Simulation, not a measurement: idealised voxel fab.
voxel plated lines: a process module
This is section cut - it's 300 nm across, gridded in 5 nm square cells.
Each cross-section below is a grid of square cells, stated as bands in top-down order, with one or more rows of cells making up each band. The band entry comprises the height of the band's top followed by the height of its bottom, expressed in nm, and subsequently the band's materials from left to right, each stated together with its width in nm. Where a single material is marked with the word "everywhere", that material fills the band from edge to edge. The word "blank" represents empty space. For the purposes of this specification, 0 denotes the height below which the wafer in its as-received condition is composed wholly of one material, and the lowermost band, lacking a lower limit, extends downward without end, as expressed in "0 nm and below". When a width is written as two numbers, as in "30 to 40", the first number is the width in the top row of cells of the band and the second is the width in its bottom row, and the width changes by the same amount from each row to the next. Step note "no alteration" = no cross-section cell changed. Entry "Enclosed empty spaces" = empty spaces >= 8 cells with no open way to the top; each as width x height at distance, distance from left edge, all nm. What comes after the settings on a step's line is commentary from the simulator itself on that step. overlay nm: how far to the right of its planned place the mask lay on this masked step (negative: to the left).

# Planned process steps
step 1: RECEIVE (material Si)
step 2: CONFORMAL_DEP (material Al2O3; thk nm 5)
step 3: DIRECTIONAL_DEP (material TiN; thk nm 5)
step 4: PATTERN (tone open; mask id LINES; material resist; width nm 20; pitch nm 35; thk nm 25; overlay nm 0)
step 5: EPI (material Ru; thk nm 10)
step 6: EPI (material Ru; thk nm 10)
step 7: STRIP (etch materials resist)
step 8: DIRECTIONAL_ETCH (etch materials TiN; depth nm 5)
step 9: CONFORMAL_DEP (material SiN; thk nm 5)

# This is the cross-section of the wafer as we received it, i.e. after step 1
  0 nm and below  Si everywhere
  Enclosed empty spaces: none

# Module complete - cross-section of the first of two wafers, run according to plan
  35 nm to 30 nm  80 of blank / 30 of SiN / 5 of blank / 30 of SiN / 5 of blank / 30 of SiN / 5 of blank / 30 of SiN / 85 of blank
  30 nm to 10 nm  80 of blank / 5 of SiN / 20 of Ru / 5 of SiN / 5 of blank / 5 of SiN / 20 of Ru / 5 of SiN / 5 of blank / 5 of SiN / 20 of Ru / 5 of SiN / 5 of blank / 5 of SiN / 20 of Ru / 5 of SiN / 85 of blank
  10 nm to 5 nm  85 of SiN / 20 of TiN / 15 of SiN / 20 of TiN / 15 of SiN / 20 of TiN / 15 of SiN / 20 of TiN / 90 of SiN
  5 nm to 0 nm  Al2O3 everywhere
  0 nm and below  Si everywhere
  Enclosed empty spaces: none

# Here's the second of our two wafers sectioned at module end. Same start as the first, same plan, but one mistake got made running it
  15 nm to 10 nm  SiN everywhere
  10 nm to 5 nm  Al2O3 everywhere
  5 nm to 0 nm  TiN everywhere
  0 nm and below  Si everywhere
  Enclosed empty spaces: none
What went wrong in running the wafer? mixed up steps 2 and 3 - ran each in the other's place
In the final state, the cell counts of the second wafer exceed or fall short of those of the first for the following materials: Ru -64, SiN -40, TiN +44
